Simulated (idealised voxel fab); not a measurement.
process module | voxel wiring stack
cross-section cut | 190 nm wide | cells 5 nm
A cross-section is a grid of square cells, given in bands from the top down. A band is one or more rows of cells.
Each band's line starts with the height of the band's top and of its bottom, in nm. Then come its materials from left to right, each with its width in nm. One material with "throughout" fills the band from edge to edge. "air" is empty space.
Height 0 is the level under which the wafer as received is all one material. The lowest band goes on downwards, as in "0 down".
A width such as "30 to 40" changes by the same amount from each row of cells to the next, from the band's top row to its bottom row.
"no change" after a step means that no cell of the cross-section changed.
closed voids: empty space of 8 cells or more with no open way to the top, each as width x height at its distance from the left edge, in nm
after a step's settings: what the simulator itself notes on the step
overlay nm, on a step with a mask: how far to the right of its planned place the mask lay; to the left if negative
plan
1 op RECEIVE | material Si
2 op CONFORMAL_DEP | material SiO2 | thk nm 10
3 op CONFORMAL_DEP | material SiCN | thk nm 5
4 op DIRECTIONAL_DEP | material lowk | thk nm 20
5 op MASKED_ETCH | tone open | mask id METAL_1 | width nm 25 | pitch nm 40 | etch materials lowk | depth nm 20 | overlay nm 0
6 op MASKED_ETCH | tone open | mask id METAL_1 | width nm 25 | pitch nm 40 | etch materials SiCN | depth nm 5 | overlay nm 0
7 op CONFORMAL_DEP | material TiN | thk nm 5
8 op FILL_DEP | material W | thk nm 10
9 op CMP | height nm 35
10 op CONFORMAL_DEP | material SiCN | thk nm 5
11 op DIRECTIONAL_DEP | material lowk | thk nm 10
12 op PATTERN | tone open | mask id PLUG_1 | material resist | width nm 15 | pitch nm 40 | thk nm 20 | overlay nm 0
13 op DIRECTIONAL_ETCH | etch materials lowk | depth nm 10
14 op DIRECTIONAL_ETCH | etch materials SiCN | depth nm 5
15 op STRIP | etch materials resist
16 op EPI | material Ru | thk nm 10
17 op EPI | material Ru | thk nm 5
18 op CONFORMAL_DEP | material SiCN | thk nm 5
19 op DIRECTIONAL_DEP | material lowk | thk nm 15
20 op DIRECTIONAL_DEP | material aC | thk nm 10
21 op PATTERN | tone open | mask id METAL_2 | material resist | width nm 25 | pitch nm 40 | thk nm 25 | overlay nm 0
22 op DIRECTIONAL_ETCH | etch materials aC | depth nm 10
23 op STRIP | etch materials resist
24 op DIRECTIONAL_ETCH | etch materials lowk | depth nm 15
25 op DIRECTIONAL_ETCH | etch materials SiCN | depth nm 5
26 op STRIP | etch materials aC
27 op CONFORMAL_DEP | material TiN | thk nm 5
28 op FILL_DEP | material Ru | thk nm 10
29 op CMP | height nm 70
30 op EPI | material Ru | thk nm 5
31 op FILL_DEP | material SiCN | thk nm 5
32 op DIRECTIONAL_DEP | material lowk | thk nm 30
33 op MASKED_ETCH | tone open | mask id METAL_3 | width nm 25 | pitch nm 40 | etch materials lowk | depth nm 20 | overlay nm 0
34 op DIRECTIONAL_DEP | material aC | thk nm 15
35 op PATTERN | tone open | mask id METAL_3_HOLES | material resist | width nm 15 | thk nm 35 | overlay nm 0
36 op DIRECTIONAL_ETCH | etch materials aC | depth nm 15
37 op STRIP | etch materials resist
38 op DIRECTIONAL_ETCH | etch materials lowk | depth nm 10
39 op DIRECTIONAL_ETCH | etch materials SiCN | depth nm 5
40 op STRIP | etch materials aC
41 op CONFORMAL_DEP | material TiN | thk nm 5
42 op FILL_DEP | material Ru | thk nm 5
43 op CMP | height nm 110
44 op CONFORMAL_DEP | material SiN | thk nm 5
first wafer, as planned
as received, after step 1
  0 down: Si throughout
  closed voids: none
after step 2
  10 to 0: SiO2 throughout
  below 0: unchanged
after step 3
  15 to 10: SiCN throughout
  below 10: unchanged
after step 4
  35 to 15: lowk throughout
  below 15: unchanged
after step 5
  35 to 15: lowk 60 | air 25 | lowk 15 | air 25 | lowk 65
  below 15: unchanged
after step 6
  35 to 15: lowk 60 | air 25 | lowk 15 | air 25 | lowk 65
  15 to 10: SiCN 60 | air 25 | SiCN 15 | air 25 | SiCN 65
  below 10: unchanged
after step 7
  40 to 35: TiN 65 | air 15 | TiN 25 | air 15 | TiN 70
  35 to 15: lowk 60 | TiN 5 | air 15 | TiN 5 | lowk 15 | TiN 5 | air 15 | TiN 5 | lowk 65
  15 to 10: SiCN 60 | TiN 25 | SiCN 15 | TiN 25 | SiCN 65
  below 10: unchanged
after step 8
  50 to 40: W throughout
  40 to 35: TiN 65 | W 15 | TiN 25 | W 15 | TiN 70
  35 to 15: lowk 60 | TiN 5 | W 15 | TiN 5 | lowk 15 | TiN 5 | W 15 | TiN 5 | lowk 65
  below 15: unchanged
after step 9
  35 to 15: lowk 60 | TiN 5 | W 15 | TiN 5 | lowk 15 | TiN 5 | W 15 | TiN 5 | lowk 65
  below 15: unchanged
after step 10
  40 to 35: SiCN throughout
  below 35: unchanged
after step 11
  50 to 40: lowk throughout
  below 40: unchanged
after step 12
  70 to 50: resist 60 | air 15 | resist 25 | air 15 | resist 75
  below 50: unchanged
after step 13
  70 to 50: resist 60 | air 15 | resist 25 | air 15 | resist 75
  50 to 40: lowk 60 | air 15 | lowk 25 | air 15 | lowk 75
  below 40: unchanged
after step 14
  70 to 50: resist 60 | air 15 | resist 25 | air 15 | resist 75
  50 to 40: lowk 60 | air 15 | lowk 25 | air 15 | lowk 75
  40 to 35: SiCN 60 | air 15 | SiCN 25 | air 15 | SiCN 75
  below 35: unchanged
after step 15
  50 to 40: lowk 60 | air 15 | lowk 25 | air 15 | lowk 75
  below 40: unchanged
after step 16
  50 to 45: lowk 60 | air 15 | lowk 25 | air 15 | lowk 75
  45 to 40: lowk 60 | Ru 15 | lowk 25 | Ru 15 | lowk 75
  40 to 35: SiCN 60 | Ru 15 | SiCN 25 | Ru 15 | SiCN 75
  below 35: unchanged
after step 17
  50 to 40: lowk 60 | Ru 15 | lowk 25 | Ru 15 | lowk 75
  below 40: unchanged
after step 18
  55 to 50: SiCN throughout
  below 50: unchanged
after step 19
  70 to 55: lowk throughout
  below 55: unchanged
after step 20
  80 to 70: aC throughout
  below 70: unchanged
after step 21
  105 to 80: resist 60 | air 25 | resist 15 | air 25 | resist 65
  below 80: unchanged
after step 22
  95 to 80: resist 60 | air 25 | resist 15 | air 25 | resist 65
  80 to 70: aC 60 | air 25 | aC 15 | air 25 | aC 65
  below 70: unchanged
after step 23
  80 to 70: aC 60 | air 25 | aC 15 | air 25 | aC 65
  below 70: unchanged
after step 24
  80 to 70: aC 60 | air 25 | aC 15 | air 25 | aC 65
  70 to 55: lowk 60 | air 25 | lowk 15 | air 25 | lowk 65
  below 55: unchanged
after step 25
  80 to 70: aC 60 | air 25 | aC 15 | air 25 | aC 65
  70 to 55: lowk 60 | air 25 | lowk 15 | air 25 | lowk 65
  55 to 50: SiCN 60 | air 25 | SiCN 15 | air 25 | SiCN 65
  below 50: unchanged
after step 26
  70 to 55: lowk 60 | air 25 | lowk 15 | air 25 | lowk 65
  below 55: unchanged
after step 27
  75 to 70: TiN 65 | air 15 | TiN 25 | air 15 | TiN 70
  70 to 55: lowk 60 | TiN 5 | air 15 | TiN 5 | lowk 15 | TiN 5 | air 15 | TiN 5 | lowk 65
  55 to 50: SiCN 60 | TiN 25 | SiCN 15 | TiN 25 | SiCN 65
  below 50: unchanged
after step 28
  85 to 75: Ru throughout
  75 to 70: TiN 65 | Ru 15 | TiN 25 | Ru 15 | TiN 70
  70 to 55: lowk 60 | TiN 5 | Ru 15 | TiN 5 | lowk 15 | TiN 5 | Ru 15 | TiN 5 | lowk 65
  below 55: unchanged
after step 29
  70 to 55: lowk 60 | TiN 5 | Ru 15 | TiN 5 | lowk 15 | TiN 5 | Ru 15 | TiN 5 | lowk 65
  below 55: unchanged
after step 30
  75 to 70: air 55 | Ru 35 | air 5 | Ru 35 | air 60
  below 70: unchanged
after step 31
  80 to 75: SiCN throughout
  75 to 70: SiCN 55 | Ru 35 | SiCN 5 | Ru 35 | SiCN 60
  below 70: unchanged
after step 32
  110 to 80: lowk throughout
  below 80: unchanged
after step 33
  110 to 90: lowk 60 | air 25 | lowk 15 | air 25 | lowk 65
  below 90: unchanged
after step 34
  125 to 110: aC 60 | air 25 | aC 15 | air 25 | aC 65
  110 to 105: lowk 60 | air 25 | lowk 15 | air 25 | lowk 65
  105 to 90: lowk 60 | aC 25 | lowk 15 | aC 25 | lowk 65
  below 90: unchanged
after step 35
  160 to 125: resist 60 | air 15 | resist 115
  125 to 110: aC 60 | air 15 | resist 10 | aC 15 | resist 25 | aC 65
  110 to 105: lowk 60 | air 15 | resist 10 | lowk 15 | resist 25 | lowk 65
  below 105: unchanged
after step 36
  145 to 125: resist 60 | air 15 | resist 115
  125 to 110: aC 60 | air 15 | resist 10 | aC 15 | resist 25 | aC 65
  110 to 105: lowk 60 | air 15 | resist 10 | lowk 15 | resist 25 | lowk 65
  105 to 90: lowk 60 | air 15 | aC 10 | lowk 15 | aC 25 | lowk 65
  below 90: unchanged
after step 37
  125 to 110: aC 60 | air 25 | aC 15 | air 25 | aC 65
  110 to 105: lowk 60 | air 25 | lowk 15 | air 25 | lowk 65
  below 105: unchanged
after step 38
  125 to 110: aC 60 | air 25 | aC 15 | air 25 | aC 65
  110 to 105: lowk 60 | air 25 | lowk 15 | air 25 | lowk 65
  105 to 90: lowk 60 | air 15 | aC 10 | lowk 15 | aC 25 | lowk 65
  90 to 80: lowk 60 | air 15 | lowk 115
  below 80: unchanged
after step 39
  125 to 110: aC 60 | air 25 | aC 15 | air 25 | aC 65
  110 to 105: lowk 60 | air 25 | lowk 15 | air 25 | lowk 65
  105 to 90: lowk 60 | air 15 | aC 10 | lowk 15 | aC 25 | lowk 65
  90 to 80: lowk 60 | air 15 | lowk 115
  80 to 75: SiCN 60 | air 15 | SiCN 115
  below 75: unchanged
after step 40
  110 to 90: lowk 60 | air 25 | lowk 15 | air 25 | lowk 65
  below 90: unchanged
after step 41
  115 to 110: TiN 65 | air 15 | TiN 25 | air 15 | TiN 70
  110 to 95: lowk 60 | TiN 5 | air 15 | TiN 5 | lowk 15 | TiN 5 | air 15 | TiN 5 | lowk 65
  95 to 90: lowk 60 | TiN 5 | air 5 | TiN 15 | lowk 15 | TiN 25 | lowk 65
  90 to 80: lowk 60 | TiN 5 | air 5 | TiN 5 | lowk 115
  80 to 75: SiCN 60 | TiN 15 | SiCN 115
  below 75: unchanged
after step 42
  120 to 115: Ru throughout
  115 to 110: TiN 65 | Ru 15 | TiN 25 | Ru 15 | TiN 70
  110 to 95: lowk 60 | TiN 5 | Ru 15 | TiN 5 | lowk 15 | TiN 5 | Ru 15 | TiN 5 | lowk 65
  95 to 90: lowk 60 | TiN 5 | Ru 5 | TiN 15 | lowk 15 | TiN 25 | lowk 65
  90 to 80: lowk 60 | TiN 5 | Ru 5 | TiN 5 | lowk 115
  below 80: unchanged
after step 43
  110 to 95: lowk 60 | TiN 5 | Ru 15 | TiN 5 | lowk 15 | TiN 5 | Ru 15 | TiN 5 | lowk 65
  below 95: unchanged
after step 44
  115 to 110: SiN throughout
  below 110: unchanged
second wafer: like start, like plan, one mistake. Through step 28 it matches the first wafer
when step 29 should have ended
  65 to 55: lowk 60 | TiN 5 | Ru 15 | TiN 5 | lowk 15 | TiN 5 | Ru 15 | TiN 5 | lowk 65
  below 55: unchanged
when step 30 should have ended
  70 to 65: air 55 | Ru 35 | air 5 | Ru 35 | air 60
  below 65: unchanged
when step 31 should have ended
  75 to 70: SiCN throughout
  70 to 65: SiCN 55 | Ru 35 | SiCN 5 | Ru 35 | SiCN 60
  below 65: unchanged
when step 32 should have ended
  105 to 75: lowk throughout
  below 75: unchanged
when step 33 should have ended
  105 to 85: lowk 60 | air 25 | lowk 15 | air 25 | lowk 65
  below 85: unchanged
when step 34 should have ended
  120 to 105: aC 60 | air 25 | aC 15 | air 25 | aC 65
  105 to 100: lowk 60 | air 25 | lowk 15 | air 25 | lowk 65
  100 to 85: lowk 60 | aC 25 | lowk 15 | aC 25 | lowk 65
  below 85: unchanged
when step 35 should have ended
  155 to 120: resist 60 | air 15 | resist 115
  120 to 105: aC 60 | air 15 | resist 10 | aC 15 | resist 25 | aC 65
  105 to 100: lowk 60 | air 15 | resist 10 | lowk 15 | resist 25 | lowk 65
  below 100: unchanged
when step 36 should have ended
  140 to 120: resist 60 | air 15 | resist 115
  120 to 105: aC 60 | air 15 | resist 10 | aC 15 | resist 25 | aC 65
  105 to 100: lowk 60 | air 15 | resist 10 | lowk 15 | resist 25 | lowk 65
  100 to 85: lowk 60 | air 15 | aC 10 | lowk 15 | aC 25 | lowk 65
  below 85: unchanged
when step 37 should have ended
  120 to 105: aC 60 | air 25 | aC 15 | air 25 | aC 65
  105 to 100: lowk 60 | air 25 | lowk 15 | air 25 | lowk 65
  below 100: unchanged
when step 38 should have ended
  120 to 105: aC 60 | air 25 | aC 15 | air 25 | aC 65
  105 to 100: lowk 60 | air 25 | lowk 15 | air 25 | lowk 65
  100 to 85: lowk 60 | air 15 | aC 10 | lowk 15 | aC 25 | lowk 65
  85 to 75: lowk 60 | air 15 | lowk 115
  below 75: unchanged
when step 39 should have ended
  120 to 105: aC 60 | air 25 | aC 15 | air 25 | aC 65
  105 to 100: lowk 60 | air 25 | lowk 15 | air 25 | lowk 65
  100 to 85: lowk 60 | air 15 | aC 10 | lowk 15 | aC 25 | lowk 65
  85 to 75: lowk 60 | air 15 | lowk 115
  75 to 70: SiCN 60 | air 15 | SiCN 115
  below 70: unchanged
when step 40 should have ended
  105 to 85: lowk 60 | air 25 | lowk 15 | air 25 | lowk 65
  below 85: unchanged
when step 41 should have ended
  110 to 105: TiN 65 | air 15 | TiN 25 | air 15 | TiN 70
  105 to 90: lowk 60 | TiN 5 | air 15 | TiN 5 | lowk 15 | TiN 5 | air 15 | TiN 5 | lowk 65
  90 to 85: lowk 60 | TiN 5 | air 5 | TiN 15 | lowk 15 | TiN 25 | lowk 65
  85 to 75: lowk 60 | TiN 5 | air 5 | TiN 5 | lowk 115
  75 to 70: SiCN 60 | TiN 15 | SiCN 115
  below 70: unchanged
when step 42 should have ended
  115 to 110: Ru throughout
  110 to 105: TiN 65 | Ru 15 | TiN 25 | Ru 15 | TiN 70
  105 to 90: lowk 60 | TiN 5 | Ru 15 | TiN 5 | lowk 15 | TiN 5 | Ru 15 | TiN 5 | lowk 65
  90 to 85: lowk 60 | TiN 5 | Ru 5 | TiN 15 | lowk 15 | TiN 25 | lowk 65
  85 to 75: lowk 60 | TiN 5 | Ru 5 | TiN 5 | lowk 115
  below 75: unchanged
when step 43 should have ended
  110 to 105: TiN 65 | Ru 15 | TiN 25 | Ru 15 | TiN 70
  below 105: unchanged
when step 44 should have ended
  115 to 110: SiN throughout
  below 110: unchanged
what went wrong: step 29 ran as: op CMP | height nm 65
at the end the second wafer has, in cells: 28 more of TiN | 28 fewer of lowk
